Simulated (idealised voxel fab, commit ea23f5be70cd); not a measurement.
The document below concerns the process module designated voxel quadruple lines.
Displayed cross-section: cut, width of 290 nm, square cells sized 5 nm.
Cross-section spec: square-cell grid; bands listed top down; each band is one or more rows. Heights first: top, then bottom, in nm. Then materials, left to right, each with a width in nm. "full width" on a single material: fills the band edge to edge. "empty": empty space. All heights in this document are referenced to 0, defined as the level beneath which the wafer, as received, consists entirely of one material. The lowest band is not bounded below; it extends indefinitely downward and is written in the form "0..down". A width given as "30 to 40" starts at the first number in the band's top row and ends at the second number in its bottom row, shifting by an equal amount at every step from row to row. Reading "remained the same" for a step: not a cell of the cross-section changed in it. Closed-off voids of 8+ cells (no open route to the top) go in "Closed void list", written width x height at distance from the left edge, in nm. Post-settings text on a step line: simulator's own remark regarding the step. Steps that use a mask can have "overlay nm" on their line. It says how far the mask sat to the right of where it was meant to be. Negative means to the left.
### Set out below are the planned steps of the process
1) RECEIVE | material Si
2) CONFORMAL_DEP | material SiO2 | thk nm 10
3) DIRECTIONAL_DEP | material Ru | thk nm 10
4) DIRECTIONAL_DEP | material polySi | thk nm 15
5) DIRECTIONAL_DEP | material aC | thk nm 20
6) PATTERN | tone cover | mask id MANDREL | material resist | width nm 20 | thk nm 25 | overlay nm 0
7) DIRECTIONAL_ETCH | etch materials aC | depth nm 20
8) STRIP | etch materials resist
9) CONFORMAL_DEP | material SiO2 | thk nm 10
10) DIRECTIONAL_ETCH | etch materials SiO2 | depth nm 10
11) STRIP | etch materials aC
12) DIRECTIONAL_ETCH | etch materials polySi | depth nm 15
13) STRIP | etch materials SiO2
14) CONFORMAL_DEP | material SiCN | thk nm 5
15) DIRECTIONAL_ETCH | etch materials SiCN | depth nm 5
16) STRIP | etch materials polySi
17) DIRECTIONAL_ETCH | etch materials Ru | depth nm 10
18) STRIP | etch materials SiCN
19) FILL_DEP | material SiO2 | thk nm 10
20) CMP | height nm 20
### Delivered wafer in cross-section: state after step 1
> 0..down: Si full width
> Closed void list: none
### End-of-module XS, first of two wafers, run as planned
> 20..10: SiO2 (120), Ru (5), SiO2 (10), Ru (5), SiO2 (10), Ru (5), SiO2 (10), Ru (5), SiO2 (120)
> 10..0: SiO2 full width
> 0..down: Si full width
> Closed void list: none
### Wafer two, end of module, cross-section. Same start, same plan as wafer one. One mistake in the run
> 20..10: SiO2 (130), Ru (5), SiO2 (10), Ru (5), SiO2 (10), Ru (5), SiO2 (10), Ru (5), SiO2 (110)
> 10..0: SiO2 full width
> 0..down: Si full width
> Closed void list: none
Deviation from plan: step 6 was processed under conditions differing from the plan, specifically as PATTERN | tone cover | mask id MANDREL | material resist | width nm 20 | thk nm 25 | overlay nm 10
Tallied in cells, the final second wafer holds each material in the same quantity as the first, although not at the same places.
